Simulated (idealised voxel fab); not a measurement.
A process module follows: voxel lift off.
This is section cut - it's 295 nm across, gridded in 5 nm square cells.
Each cross-section below is a grid of square cells, stated as bands in top-down order, with one or more rows of cells making up each band. This entry defines a band. It first specifies the height of the band's top and the height of its bottom in nm, and then specifies the band's materials from left to right, stating each material with its width in nm. The word "everywhere" identifies a single material that fills the band from edge to edge, while the word "blank" identifies empty space. For the purposes of this specification, 0 denotes the height below which the wafer in its as-received condition is composed wholly of one material, and the lowermost band, lacking a lower limit, extends downward without end, as expressed in "0 down". Width: "30->40" (first number = top row, second number = bottom row, same change from row to row of cells). Key: "no change occurred" - step with no changed cell in the cross-section. This entry, "Closed cavities", enumerates those empty regions of no fewer than 8 cells that possess no open connection to the top. Each region is reported in the form width x height at distance, the distance being taken from the left edge, with all three quantities expressed in nm. Read whatever lies past the settings on a step's line as the simulator's own remark about the step. "overlay nm" denotes, for a step that has a mask, the displacement of the mask to the right of its planned place, with negative values corresponding to the left.

The process steps that were planned are listed below
1,RECEIVE (material Si)
2,CONFORMAL_DEP (material Al2O3; thk nm 5)
3,PATTERN (tone open; mask id LINES; material resist; width nm 30; pitch nm 50; thk nm 30; overlay nm 0)
4,DIRECTIONAL_DEP (material Ru; thk nm 15)
5,STRIP (etch materials resist)
6,CONFORMAL_DEP (material SiCN; thk nm 5)

Below: the first of two wafers, run as planned

As received (post step 1): cross-section
    0 down | Si everywhere
    Closed cavities: none

Presented here is a cross-section of the wafer after step 2 has been performed
    5 to 0 | Al2O3 everywhere
    Below 0, the layers are the same as they were.

Presented here is a cross-section of the wafer after step 3 has been performed
    35 to 5 | resist 105 nm; blank 30 nm; resist 20 nm; blank 30 nm; resist 110 nm
    Below 5, the layers are the same as they were.

Presented here is a cross-section of the wafer after step 4 has been performed
    50 to 35 | Ru 105 nm; blank 30 nm; Ru 20 nm; blank 30 nm; Ru 110 nm
    35 to 20 | resist 105 nm; blank 30 nm; resist 20 nm; blank 30 nm; resist 110 nm
    20 to 5 | resist 105 nm; Ru 30 nm; resist 20 nm; Ru 30 nm; resist 110 nm
    Below 5, the layers are the same as they were.

Presented here is a cross-section of the wafer after step 5 has been performed
    20 to 5 | blank 105 nm; Ru 30 nm; blank 20 nm; Ru 30 nm; blank 110 nm
    Below 5, the layers are the same as they were.

Presented here is a cross-section of the wafer after step 6 has been performed
    25 to 20 | blank 100 nm; SiCN 40 nm; blank 10 nm; SiCN 40 nm; blank 105 nm
    20 to 10 | blank 100 nm; SiCN 5 nm; Ru 30 nm; SiCN 5 nm; blank 10 nm; SiCN 5 nm; Ru 30 nm; SiCN 5 nm; blank 105 nm
    10 to 5 | SiCN 105 nm; Ru 30 nm; SiCN 20 nm; Ru 30 nm; SiCN 110 nm
    Below 5, the layers are the same as they were.

Here the second wafer is described. Its start and its plan were those of the first wafer. Its run contained one mistake. Up to and including step 2, it did exactly what the first wafer did

Cross-section: second wafer, time at which step 3 was scheduled to end
    35 to 5 | resist 105 nm; blank 35 nm; resist 15 nm; blank 35 nm; resist 105 nm
    Below 5, the layers are the same as they were.

Cross-section: second wafer, time at which step 4 was scheduled to end
    50 to 35 | Ru 105 nm; blank 35 nm; Ru 15 nm; blank 35 nm; Ru 105 nm
    35 to 20 | resist 105 nm; blank 35 nm; resist 15 nm; blank 35 nm; resist 105 nm
    20 to 5 | resist 105 nm; Ru 35 nm; resist 15 nm; Ru 35 nm; resist 105 nm
    Below 5, the layers are the same as they were.

Cross-section: second wafer, time at which step 5 was scheduled to end
    20 to 5 | blank 105 nm; Ru 35 nm; blank 15 nm; Ru 35 nm; blank 105 nm
    Below 5, the layers are the same as they were.

Cross-section: second wafer, time at which step 6 was scheduled to end
    25 to 20 | blank 100 nm; SiCN 45 nm; blank 5 nm; SiCN 45 nm; blank 100 nm
    20 to 10 | blank 100 nm; SiCN 5 nm; Ru 35 nm; SiCN 5 nm; blank 5 nm; SiCN 5 nm; Ru 35 nm; SiCN 5 nm; blank 100 nm
    10 to 5 | SiCN 105 nm; Ru 35 nm; SiCN 15 nm; Ru 35 nm; SiCN 105 nm
    Below 5, the layers are the same as they were.
Processing error: contrary to plan, step 3 was performed as PATTERN (tone open; mask id LINES; material resist; width nm 35; pitch nm 50; thk nm 30; overlay nm 0)
Final tally in cells, some materials are higher or lower on the second wafer than on the first: Ru +6
